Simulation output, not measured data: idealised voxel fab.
Herein follows the process module entitled voxel self aligned vias.
This is section cut - it's 245 nm across, gridded in 5 nm square cells.
The cross-sections in this document take the form of a grid made of square cells. They are written out as bands, in order from top to bottom. Each band consists of one or more rows of cells. Heads up on the band format: heights come first, top then bottom, in nm. After that it's the materials left to right, each with its width in nm. A single material flagged "full width" fills the whole band edge to edge, and "blank" means there's empty space there. Where do heights start? At 0: under that level the wafer as delivered is made of one material only. And the lowest band has no floor; it just carries on downward, as in "0 -> down". The width entry "30 to 40" should be interpreted row by row: the top row of cells in the band takes the first number, the bottom row takes the second number, and the change between adjacent rows is uniform throughout. "no change occurred" for a step: no cell of the cross-section changed in that step. Empty spaces without an open route to the top, at least 8 cells in extent, make up the entry "Unvented voids"; each is given as width x height at distance, where the distance is measured from the left edge, and all are in nm. after a step's settings: what the simulator itself notes on the step. The "overlay nm" setting may appear on a step's line; for a step that uses a mask, it gives how far to the right of its planned position the mask lay, and a negative value indicates the left.
**Steps planned for the process**
| 1 | RECEIVE | material Si |
| 2 | CONFORMAL_DEP | material SiO2 | thk nm 10 |
| 3 | CONFORMAL_DEP | material SiCN | thk nm 5 |
| 4 | DIRECTIONAL_DEP | material SiO2 | thk nm 20 |
| 5 | DIRECTIONAL_DEP | material aC | thk nm 10 |
| 6 | PATTERN | tone open | mask id LINES | material resist | width nm 30 | pitch nm 60 | thk nm 30 | overlay nm 0 |
| 7 | DIRECTIONAL_ETCH | etch materials aC | depth nm 10 |
| 8 | STRIP | etch materials resist |
| 9 | DIRECTIONAL_ETCH | etch materials SiO2 | depth nm 20 |
| 10 | STRIP | etch materials aC |
| 11 | CONFORMAL_DEP | material TiN | thk nm 5 |
| 12 | FILL_DEP | material W | thk nm 10 |
| 13 | CMP | height nm 35 |
| 14 | SELECTIVE_ETCH | etch materials W Ru TiN | depth nm 10 |
| 15 | FILL_DEP | material SiN | thk nm 10 |
| 16 | CMP | height nm 35 |
| 17 | DIRECTIONAL_DEP | material SiO2 | thk nm 15 |
| 18 | MASKED_ETCH | tone open | mask id VIAS | width nm 40 | etch materials SiO2 | depth nm 15 | overlay nm 0 |
| 19 | MASKED_ETCH | tone open | mask id VIAS | width nm 40 | etch materials SiN | depth nm 10 | overlay nm 0 |
| 20 | CONFORMAL_DEP | material TiN | thk nm 5 |
| 21 | FILL_DEP | material W | thk nm 5 |
| 22 | CMP | height nm 50 |
| 23 | CONFORMAL_DEP | material SiN | thk nm 5 |
The wafers are alike at the start. At step 20, their thk nm differs. The plan lists the first wafer's value.
**Cut through the first of several wafers as received, post step 1**
0 -> down: Si full width
Unvented voids: none
**Cross-section of the first of several wafers, taken after step 23, where the module ends**
55 -> 50: SiN full width
50 -> 40: SiO2 70; TiN 5; W 30; TiN 5; SiO2 135
40 -> 35: SiO2 70; TiN 10; W 20; TiN 10; SiO2 135
35 -> 30: SiO2 75; TiN 5; W 20; TiN 5; SiO2 30; SiN 30; SiO2 80
30 -> 25: SiO2 75; TiN 30; SiO2 30; SiN 30; SiO2 80
25 -> 20: SiO2 75; TiN 5; W 20; TiN 5; SiO2 30; TiN 5; W 20; TiN 5; SiO2 80
20 -> 15: SiO2 75; TiN 30; SiO2 30; TiN 30; SiO2 80
15 -> 10: SiCN full width
10 -> 0: SiO2 full width
0 -> down: Si full width
Unvented voids: none
**At the end of the module, the last of several wafers in cross-section**
55 -> 50: SiN full width
50 -> 35: SiO2 70; TiN 40; SiO2 135
35 -> 25: SiO2 75; TiN 30; SiO2 30; SiN 30; SiO2 80
25 -> 20: SiO2 75; TiN 5; W 20; TiN 5; SiO2 30; TiN 5; W 20; TiN 5; SiO2 80
20 -> 15: SiO2 75; TiN 30; SiO2 30; TiN 30; SiO2 80
15 -> 10: SiCN full width
10 -> 0: SiO2 full width
0 -> down: Si full width
Unvented voids: none
**So in this table every wafer gets its own row, and what you see is where it stands at the end of the module: for each material, how many cells it picked up (+) or gave up (-) since we received it, and after that its closed voids**
thk nm 5 | +49 SiCN | +61 SiN | +369 SiO2 | +32 TiN | +28 W | Unvented voids: none
thk nm 10 | +49 SiCN | +61 SiN | +369 SiO2 | +44 TiN | +16 W | Unvented voids: none
thk nm 15 | +49 SiCN | +61 SiN | +369 SiO2 | +52 TiN | +8 W | Unvented voids: none
thk nm 20 | +49 SiCN | +61 SiN | +369 SiO2 | +52 TiN | +8 W | Unvented voids: none
